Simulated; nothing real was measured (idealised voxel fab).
The following process module bears the name voxel transistor to metal.
Square cells of 5 nm make up the cross-section cut, whose width is 145 nm.
A cross-section in this document is a grid of square cells, and it is written down as bands, the top band listed before the ones below it; a band is made up of one or more rows of cells.
Top, bottom (nm), then materials left to right with widths (nm); lone material tagged "throughout" fills the whole band edge to edge; "blank" = empty space.
All heights in this document are referenced to 0, defined as the level beneath which the wafer, as received, consists entirely of one material. The lowest band is not bounded below; it extends indefinitely downward and is written in the form "0..down".
Width "30..40": first value at the band's top row of cells, second value at its bottom row, equal change from row to row.
Where the words "nothing changed" appear for a step, the cross-section shows no cell changed by that step; every cell remained as before.
Empty spaces without an open route to the top, at least 8 cells in extent, make up the entry "Unvented cavities"; each is given as width x height at distance, where the distance is measured from the left edge, and all are in nm.
Past the settings on a step's line: simulator remark, on that step.
overlay nm, on a step with a mask: how far to the right of its planned place the mask lay; to the left if negative
[Listed below are the process steps as planned]
1,op RECEIVE | material Si
2,op CONFORMAL_DEP | material SiO2 | thk nm 5
3,op CONFORMAL_DEP | material SiN | thk nm 10
4,op DIRECTIONAL_DEP | material aC | thk nm 10
5,op PATTERN | tone cover | mask id ACTIVE | material resist | width nm 105 | thk nm 25 | overlay nm 0
6,op DIRECTIONAL_ETCH | etch materials aC | depth nm 10
7,op STRIP | etch materials resist
8,op DIRECTIONAL_ETCH | etch materials SiN | depth nm 10
9,op DIRECTIONAL_ETCH | etch materials SiO2 | depth nm 5
10,op DIRECTIONAL_ETCH | etch materials Si | depth nm 25
11,op STRIP | etch materials aC
12,op FILL_DEP | material SiO2 | thk nm 15
13,op CMP | height nm 15
14,op SELECTIVE_ETCH | etch materials SiO2 | depth nm 5
15,op STRIP | etch materials SiN
16,op SELECTIVE_ETCH | etch materials SiO2 | depth nm 5
17,op OXIDIZE | depth nm 5
18,op DIRECTIONAL_DEP | material polySi | thk nm 30
19,op DIRECTIONAL_DEP | material SiCN | thk nm 10
20,op MASKED_ETCH | tone cover | mask id GATE | width nm 25 | etch materials SiCN | depth nm 20 | overlay nm 0
21,op MASKED_ETCH | tone cover | mask id GATE | width nm 25 | etch materials polySi | depth nm 40 | overlay nm 0
22,op CONFORMAL_DEP | material SiO2 | thk nm 5
23,op DIRECTIONAL_ETCH | etch materials SiO2 | depth nm 5
24,op CONFORMAL_DEP | material SiN | thk nm 10
25,op DIRECTIONAL_ETCH | etch materials SiN | depth nm 10
26,op DIRECTIONAL_ETCH | etch materials SiO2 | depth nm 5
27,op DIRECTIONAL_ETCH | etch materials Si | depth nm 5
28,op EPI | material nSi | thk nm 10
29,op FILL_DEP | material SiO2 | thk nm 10
30,op CMP | height nm 40
31,op DIRECTIONAL_DEP | material SiO2 | thk nm 15
32,op MASKED_ETCH | tone open | mask id CONTACT | width nm 15 | pitch nm 80 | etch materials SiO2 | depth nm 50 | overlay nm 0
33,op CONFORMAL_DEP | material TiN | thk nm 5
34,op FILL_DEP | material Ru | thk nm 10
35,op CMP | height nm 55
36,op CONFORMAL_DEP | material SiCN | thk nm 5
37,op DIRECTIONAL_DEP | material lowk | thk nm 25
38,op DIRECTIONAL_DEP | material aC | thk nm 15
39,op PATTERN | tone open | mask id METAL_1 | material resist | width nm 15 | pitch nm 80 | thk nm 30 | overlay nm 0
40,op DIRECTIONAL_ETCH | etch materials aC | depth nm 15
41,op STRIP | etch materials resist
42,op DIRECTIONAL_ETCH | etch materials lowk | depth nm 25
43,op DIRECTIONAL_ETCH | etch materials SiCN | depth nm 5
44,op STRIP | etch materials aC
45,op CONFORMAL_DEP | material TiN | thk nm 5
46,op FILL_DEP | material Cu | thk nm 10
47,op CMP | height nm 85
48,op CONFORMAL_DEP | material SiCN | thk nm 5
49,op DIRECTIONAL_DEP | material SiO2 | thk nm 25
50,op DIRECTIONAL_DEP | material aC | thk nm 10
51,op PATTERN | tone open | mask id METAL_2 | material resist | width nm 15 | pitch nm 80 | thk nm 30 | overlay nm 0
52,op DIRECTIONAL_ETCH | etch materials aC | depth nm 10
53,op STRIP | etch materials resist
54,op DIRECTIONAL_ETCH | etch materials SiO2 | depth nm 15
55,op STRIP | etch materials aC
56,op DIRECTIONAL_DEP | material aC | thk nm 15
57,op PATTERN | tone open | mask id METAL_2_HOLES | material resist | width nm 15 | pitch nm 80 | thk nm 30 | overlay nm 0
58,op DIRECTIONAL_ETCH | etch materials aC | depth nm 15
59,op STRIP | etch materials resist
60,op DIRECTIONAL_ETCH | etch materials SiO2 | depth nm 10
61,op DIRECTIONAL_ETCH | etch materials SiCN | depth nm 5
62,op STRIP | etch materials aC
63,op CONFORMAL_DEP | material TiN | thk nm 5
64,op FILL_DEP | material Cu | thk nm 10
65,op CMP | height nm 115
66,op CONFORMAL_DEP | material SiCN | thk nm 5
[Here's what the wafer looked like in cross-section when it arrived - that's after step 1]
	0..down: Si throughout
	Unvented cavities: none
[First of two wafers: cross-section at end of module, run per plan]
	120..115: SiCN throughout
	115..90: SiO2: 25  TiN: 5  Cu: 5  TiN: 5  SiO2: 65  TiN: 5  Cu: 5  TiN: 5  SiO2: 25
	90..85: SiCN: 25  TiN: 15  SiCN: 65  TiN: 15  SiCN: 25
	85..60: lowk: 25  TiN: 5  Cu: 5  TiN: 5  lowk: 65  TiN: 5  Cu: 5  TiN: 5  lowk: 25
	60..55: SiCN: 25  TiN: 15  SiCN: 65  TiN: 15  SiCN: 25
	55..40: SiO2: 25  TiN: 5  Ru: 5  TiN: 5  SiO2: 65  TiN: 5  Ru: 5  TiN: 5  SiO2: 25
	40..30: SiO2: 25  TiN: 5  Ru: 5  TiN: 5  SiO2: 5  SiN: 10  SiO2: 5  SiCN: 25  SiO2: 5  SiN: 10  SiO2: 5  TiN: 5  Ru: 5  TiN: 5  SiO2: 25
	30..10: SiO2: 25  TiN: 5  Ru: 5  TiN: 5  SiO2: 5  SiN: 10  SiO2: 5  polySi: 25  SiO2: 5  SiN: 10  SiO2: 5  TiN: 5  Ru: 5  TiN: 5  SiO2: 25
	10..5: SiO2: 25  TiN: 15  SiO2: 5  SiN: 10  SiO2: 5  polySi: 25  SiO2: 5  SiN: 10  SiO2: 5  TiN: 15  SiO2: 25
	5..0: SiO2: 20  SiN: 10  nSi: 15  SiN: 10  SiO2: 5  polySi: 25  SiO2: 5  SiN: 10  nSi: 15  SiN: 10  SiO2: 20
	0..-5: SiO2: 30  nSi: 15  SiO2: 55  nSi: 15  SiO2: 30
	-5..-10: SiO2: 20  Si: 10  nSi: 15  Si: 55  nSi: 15  Si: 10  SiO2: 20
	-10..-25: SiO2: 20  Si: 105  SiO2: 20
	-25..down: Si throughout
	Unvented cavities: none
[Wafer two, sectioned after the module: the first wafer's start, the first wafer's plan, and one mistake in how it was run]
	120..115: SiCN throughout
	115..90: SiO2: 25  TiN: 5  Cu: 5  TiN: 5  SiO2: 65  TiN: 5  Cu: 5  TiN: 5  SiO2: 25
	90..85: SiCN: 25  TiN: 15  SiCN: 65  TiN: 15  SiCN: 25
	85..60: lowk: 25  TiN: 5  Cu: 5  TiN: 5  lowk: 65  TiN: 5  Cu: 5  TiN: 5  lowk: 25
	60..55: SiCN: 25  TiN: 15  SiCN: 65  TiN: 15  SiCN: 25
	55..40: SiO2: 25  TiN: 5  Ru: 5  TiN: 5  SiO2: 65  TiN: 5  Ru: 5  TiN: 5  SiO2: 25
	40..30: SiO2: 25  TiN: 5  Ru: 5  TiN: 5  SiO2: 10  SiN: 10  SiO2: 5  SiCN: 15  SiO2: 5  SiN: 10  SiO2: 10  TiN: 5  Ru: 5  TiN: 5  SiO2: 25
	30..10: SiO2: 25  TiN: 5  Ru: 5  TiN: 5  SiO2: 5  SiN: 10  SiO2: 5  polySi: 25  SiO2: 5  SiN: 10  SiO2: 5  TiN: 5  Ru: 5  TiN: 5  SiO2: 25
	10..5: SiO2: 25  TiN: 15  SiO2: 5  SiN: 10  SiO2: 5  polySi: 25  SiO2: 5  SiN: 10  SiO2: 5  TiN: 15  SiO2: 25
	5..0: SiO2: 20  SiN: 10  nSi: 15  SiN: 10  SiO2: 5  polySi: 25  SiO2: 5  SiN: 10  nSi: 15  SiN: 10  SiO2: 20
	0..-5: SiO2: 30  nSi: 15  SiO2: 55  nSi: 15  SiO2: 30
	-5..-10: SiO2: 20  Si: 10  nSi: 15  Si: 55  nSi: 15  Si: 10  SiO2: 20
	-10..-25: SiO2: 20  Si: 105  SiO2: 20
	-25..down: Si throughout
	Unvented cavities: none
The mistake made against the process plan was this: step 20 ran as: op MASKED_ETCH | tone cover | mask id GATE | width nm 15 | etch materials SiCN | depth nm 20 | overlay nm 0
The final cell counts differ between the wafers, with the second having more or fewer of some materials than the first: -4 SiCN | +4 SiO2
